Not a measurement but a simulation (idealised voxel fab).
A process module follows: voxel gate over fins.
The figure presents cross-section cut, which has a width of 270 nm and is divided into square cells with an edge length of 5 nm.
Cross-section = grid of square cells, listed top down in bands; band = one or more rows. Top, bottom (nm), then materials left to right with widths (nm); lone material tagged "edge to edge" fills the whole band edge to edge; "air" = empty space. Heights are measured from 0, the level below which the as-received wafer is all one material; the lowest band has no bottom and continues downward, written as in "0 and below". Graded width ("30->40"): value in top row of band = first number; value in bottom row = second number; row-to-row change constant. Where a step carries "nothing altered", the cross-section came out of it unchanged, cell for cell. The label "Encapsulated voids" introduces a list of the empty spaces, 8 cells or larger, that have no open way up to the top; each entry in it reads width x height at distance, where the distance is taken from the left edge and all three are stated in nm. On each step's line, the part that comes after the settings is the simulator's own comment on the step. Among the settings permitted on a step's line is "overlay nm"; applied to a step with a mask, it specifies the extent to which the mask lay to the right of its planned position, whereas a negative figure signifies a position to the left.

[Planned process steps]
- 1: RECEIVE | material Si
- 2: CONFORMAL_DEP | material SiN | thk nm 10
- 3: DIRECTIONAL_DEP | material aC | thk nm 15
- 4: PATTERN | tone cover | mask id FINS | material resist | width nm 15 | pitch nm 45 | thk nm 30 | overlay nm 0
- 5: DIRECTIONAL_ETCH | etch materials aC | depth nm 15
- 6: STRIP | etch materials resist
- 7: DIRECTIONAL_ETCH | etch materials SiN | depth nm 10
- 8: DIRECTIONAL_ETCH | etch materials Si | depth nm 30
- 9: STRIP | etch materials aC
- 10: FILL_DEP | material SiO2 | thk nm 10
- 11: CMP | height nm 10
- 12: SELECTIVE_ETCH | etch materials SiO2 | depth nm 25
- 13: STRIP | etch materials SiN
- 14: CONFORMAL_DEP | material HfO2 | thk nm 5
- 15: CONFORMAL_DEP | material TiN | thk nm 5
- 16: FILL_DEP | material W | thk nm 10
- 17: CMP | height nm 15
- 18: CONFORMAL_DEP | material SiCN | thk nm 10

[First out of two wafers; run went to plan]

[as received, after step 1]
  0 and below | Si edge to edge
  Encapsulated voids: none

[Cross-sectional representation of the wafer at the conclusion of step 2]
  10 down to 0 | SiN edge to edge
  Unchanged below 0.

[Cross-sectional representation of the wafer at the conclusion of step 3]
  25 down to 10 | aC edge to edge
  Unchanged below 10.

[Cross-sectional representation of the wafer at the conclusion of step 4]
  55 down to 25 | air=60; resist=15; air=30; resist=15; air=30; resist=15; air=30; resist=15; air=60
  Unchanged below 25.

[Cross-sectional representation of the wafer at the conclusion of step 5]
  40 down to 25 | air=60; resist=15; air=30; resist=15; air=30; resist=15; air=30; resist=15; air=60
  25 down to 10 | air=60; aC=15; air=30; aC=15; air=30; aC=15; air=30; aC=15; air=60
  Unchanged below 10.

[Cross-sectional representation of the wafer at the conclusion of step 6]
  25 down to 10 | air=60; aC=15; air=30; aC=15; air=30; aC=15; air=30; aC=15; air=60
  Unchanged below 10.

[Cross-sectional representation of the wafer at the conclusion of step 7]
  25 down to 10 | air=60; aC=15; air=30; aC=15; air=30; aC=15; air=30; aC=15; air=60
  10 down to 0 | air=60; SiN=15; air=30; SiN=15; air=30; SiN=15; air=30; SiN=15; air=60
  Unchanged below 0.

[Cross-sectional representation of the wafer at the conclusion of step 8]
  25 down to 10 | air=60; aC=15; air=30; aC=15; air=30; aC=15; air=30; aC=15; air=60
  10 down to 0 | air=60; SiN=15; air=30; SiN=15; air=30; SiN=15; air=30; SiN=15; air=60
  0 down to -30 | air=60; Si=15; air=30; Si=15; air=30; Si=15; air=30; Si=15; air=60
  Unchanged below -30.

[Cross-sectional representation of the wafer at the conclusion of step 9]
  10 down to 0 | air=60; SiN=15; air=30; SiN=15; air=30; SiN=15; air=30; SiN=15; air=60
  Unchanged below 0.

[Cross-sectional representation of the wafer at the conclusion of step 10]
  20 down to 10 | SiO2 edge to edge
  10 down to 0 | SiO2=60; SiN=15; SiO2=30; SiN=15; SiO2=30; SiN=15; SiO2=30; SiN=15; SiO2=60
  0 down to -30 | SiO2=60; Si=15; SiO2=30; Si=15; SiO2=30; Si=15; SiO2=30; Si=15; SiO2=60
  Unchanged below -30.

[Cross-sectional representation of the wafer at the conclusion of step 11]
  10 down to 0 | SiO2=60; SiN=15; SiO2=30; SiN=15; SiO2=30; SiN=15; SiO2=30; SiN=15; SiO2=60
  Unchanged below 0.

[Cross-sectional representation of the wafer at the conclusion of step 12]
  10 down to 0 | air=60; SiN=15; air=30; SiN=15; air=30; SiN=15; air=30; SiN=15; air=60
  0 down to -15 | air=60; Si=15; air=30; Si=15; air=30; Si=15; air=30; Si=15; air=60
  Unchanged below -15.

[Cross-sectional representation of the wafer at the conclusion of step 13]
  0 down to -15 | air=60; Si=15; air=30; Si=15; air=30; Si=15; air=30; Si=15; air=60
  Unchanged below -15.

[Cross-sectional representation of the wafer at the conclusion of step 14]
  5 down to 0 | air=55; HfO2=25; air=20; HfO2=25; air=20; HfO2=25; air=20; HfO2=25; air=55
  0 down to -10 | air=55; HfO2=5; Si=15; HfO2=5; air=20; HfO2=5; Si=15; HfO2=5; air=20; HfO2=5; Si=15; HfO2=5; air=20; HfO2=5; Si=15; HfO2=5; air=55
  -10 down to -15 | HfO2=60; Si=15; HfO2=30; Si=15; HfO2=30; Si=15; HfO2=30; Si=15; HfO2=60
  Unchanged below -15.

[Cross-sectional representation of the wafer at the conclusion of step 15]
  10 down to 5 | air=50; TiN=35; air=10; TiN=35; air=10; TiN=35; air=10; TiN=35; air=50
  5 down to 0 | air=50; TiN=5; HfO2=25; TiN=5; air=10; TiN=5; HfO2=25; TiN=5; air=10; TiN=5; HfO2=25; TiN=5; air=10; TiN=5; HfO2=25; TiN=5; air=50
  0 down to -5 | air=50; TiN=5; HfO2=5; Si=15; HfO2=5; TiN=5; air=10; TiN=5; HfO2=5; Si=15; HfO2=5; TiN=5; air=10; TiN=5; HfO2=5; Si=15; HfO2=5; TiN=5; air=10; TiN=5; HfO2=5; Si=15; HfO2=5; TiN=5; air=50
  -5 down to -10 | TiN=55; HfO2=5; Si=15; HfO2=5; TiN=20; HfO2=5; Si=15; HfO2=5; TiN=20; HfO2=5; Si=15; HfO2=5; TiN=20; HfO2=5; Si=15; HfO2=5; TiN=55
  Unchanged below -10.

[Cross-sectional representation of the wafer at the conclusion of step 16]
  20 down to 10 | W edge to edge
  10 down to 5 | W=50; TiN=35; W=10; TiN=35; W=10; TiN=35; W=10; TiN=35; W=50
  5 down to 0 | W=50; TiN=5; HfO2=25; TiN=5; W=10; TiN=5; HfO2=25; TiN=5; W=10; TiN=5; HfO2=25; TiN=5; W=10; TiN=5; HfO2=25; TiN=5; W=50
  0 down to -5 | W=50; TiN=5; HfO2=5; Si=15; HfO2=5; TiN=5; W=10; TiN=5; HfO2=5; Si=15; HfO2=5; TiN=5; W=10; TiN=5; HfO2=5; Si=15; HfO2=5; TiN=5; W=10; TiN=5; HfO2=5; Si=15; HfO2=5; TiN=5; W=50
  Unchanged below -5.

[Cross-sectional representation of the wafer at the conclusion of step 17]
  15 down to 10 | W edge to edge
  Unchanged below 10.

[Cross-sectional representation of the wafer at the conclusion of step 18]
  25 down to 15 | SiCN edge to edge
  Unchanged below 15.

[Companion wafer, the second of two: same beginning, same intended sequence, one mistake in carrying it out; through step 11 inclusive it tracks the first exactly]

[Here is the second wafer in cross-section at the point where step 12 of the plan should have been done]
  10 down to 0 | SiO2=60; air=15; SiO2=30; air=15; SiO2=30; air=15; SiO2=30; air=15; SiO2=60
  Unchanged below 0.

[Here is the second wafer in cross-section at the point where step 13 of the plan should have been done]
  0 down to -15 | air=60; Si=15; air=30; Si=15; air=30; Si=15; air=30; Si=15; air=60
  -15 down to -25 | SiO2=35; air=25; Si=15; air=30; Si=15; air=30; Si=15; air=30; Si=15; air=25; SiO2=35
  Unchanged below -25.

[Here is the second wafer in cross-section at the point where step 14 of the plan should have been done]
  5 down to 0 | air=55; HfO2=25; air=20; HfO2=25; air=20; HfO2=25; air=20; HfO2=25; air=55
  0 down to -10 | air=55; HfO2=5; Si=15; HfO2=5; air=20; HfO2=5; Si=15; HfO2=5; air=20; HfO2=5; Si=15; HfO2=5; air=20; HfO2=5; Si=15; HfO2=5; air=55
  -10 down to -15 | HfO2=40; air=15; HfO2=5; Si=15; HfO2=5; air=20; HfO2=5; Si=15; HfO2=5; air=20; HfO2=5; Si=15; HfO2=5; air=20; HfO2=5; Si=15; HfO2=5; air=15; HfO2=40
  -15 down to -20 | SiO2=35; HfO2=5; air=15; HfO2=5; Si=15; HfO2=5; air=20; HfO2=5; Si=15; HfO2=5; air=20; HfO2=5; Si=15; HfO2=5; air=20; HfO2=5; Si=15; HfO2=5; air=15; HfO2=5; SiO2=35
  -20 down to -25 | SiO2=35; HfO2=25; Si=15; HfO2=30; Si=15; HfO2=30; Si=15; HfO2=30; Si=15; HfO2=25; SiO2=35
  Unchanged below -25.

[Here is the second wafer in cross-section at the point where step 15 of the plan should have been done]
  10 down to 5 | air=50; TiN=35; air=10; TiN=35; air=10; TiN=35; air=10; TiN=35; air=50
  5 down to 0 | air=50; TiN=5; HfO2=25; TiN=5; air=10; TiN=5; HfO2=25; TiN=5; air=10; TiN=5; HfO2=25; TiN=5; air=10; TiN=5; HfO2=25; TiN=5; air=50
  0 down to -5 | air=50; TiN=5; HfO2=5; Si=15; HfO2=5; TiN=5; air=10; TiN=5; HfO2=5; Si=15; HfO2=5; TiN=5; air=10; TiN=5; HfO2=5; Si=15; HfO2=5; TiN=5; air=10; TiN=5; HfO2=5; Si=15; HfO2=5; TiN=5; air=50
  -5 down to -10 | TiN=45; air=5; TiN=5; HfO2=5; Si=15; HfO2=5; TiN=5; air=10; TiN=5; HfO2=5; Si=15; HfO2=5; TiN=5; air=10; TiN=5; HfO2=5; Si=15; HfO2=5; TiN=5; air=10; TiN=5; HfO2=5; Si=15; HfO2=5; TiN=5; air=5; TiN=45
  -10 down to -15 | HfO2=40; TiN=5; air=5; TiN=5; HfO2=5; Si=15; HfO2=5; TiN=5; air=10; TiN=5; HfO2=5; Si=15; HfO2=5; TiN=5; air=10; TiN=5; HfO2=5; Si=15; HfO2=5; TiN=5; air=10; TiN=5; HfO2=5; Si=15; HfO2=5; TiN=5; air=5; TiN=5; HfO2=40
  -15 down to -20 | SiO2=35; HfO2=5; TiN=15; HfO2=5; Si=15; HfO2=5; TiN=20; HfO2=5; Si=15; HfO2=5; TiN=20; HfO2=5; Si=15; HfO2=5; TiN=20; HfO2=5; Si=15; HfO2=5; TiN=15; HfO2=5; SiO2=35
  Unchanged below -20.

[Here is the second wafer in cross-section at the point where step 16 of the plan should have been done]
  20 down to 10 | W edge to edge
  10 down to 5 | W=50; TiN=35; W=10; TiN=35; W=10; TiN=35; W=10; TiN=35; W=50
  5 down to 0 | W=50; TiN=5; HfO2=25; TiN=5; W=10; TiN=5; HfO2=25; TiN=5; W=10; TiN=5; HfO2=25; TiN=5; W=10; TiN=5; HfO2=25; TiN=5; W=50
  0 down to -5 | W=50; TiN=5; HfO2=5; Si=15; HfO2=5; TiN=5; W=10; TiN=5; HfO2=5; Si=15; HfO2=5; TiN=5; W=10; TiN=5; HfO2=5; Si=15; HfO2=5; TiN=5; W=10; TiN=5; HfO2=5; Si=15; HfO2=5; TiN=5; W=50
  -5 down to -10 | TiN=45; W=5; TiN=5; HfO2=5; Si=15; HfO2=5; TiN=5; W=10; TiN=5; HfO2=5; Si=15; HfO2=5; TiN=5; W=10; TiN=5; HfO2=5; Si=15; HfO2=5; TiN=5; W=10; TiN=5; HfO2=5; Si=15; HfO2=5; TiN=5; W=5; TiN=45
  -10 down to -15 | HfO2=40; TiN=5; W=5; TiN=5; HfO2=5; Si=15; HfO2=5; TiN=5; W=10; TiN=5; HfO2=5; Si=15; HfO2=5; TiN=5; W=10; TiN=5; HfO2=5; Si=15; HfO2=5; TiN=5; W=10; TiN=5; HfO2=5; Si=15; HfO2=5; TiN=5; W=5; TiN=5; HfO2=40
  Unchanged below -15.

[Here is the second wafer in cross-section at the point where step 17 of the plan should have been done]
  15 down to 10 | W edge to edge
  Unchanged below 10.

[Here is the second wafer in cross-section at the point where step 18 of the plan should have been done]
  25 down to 15 | SiCN edge to edge
  Unchanged below 15.
Misprocessing identified: steps 12 and 13 of the plan were each performed in the slot designated for the other
At the finish, the second wafer shows more or fewer cells for some materials than the first does: 20 more of HfO2; 56 fewer of SiO2; 20 more of TiN; 16 more of W
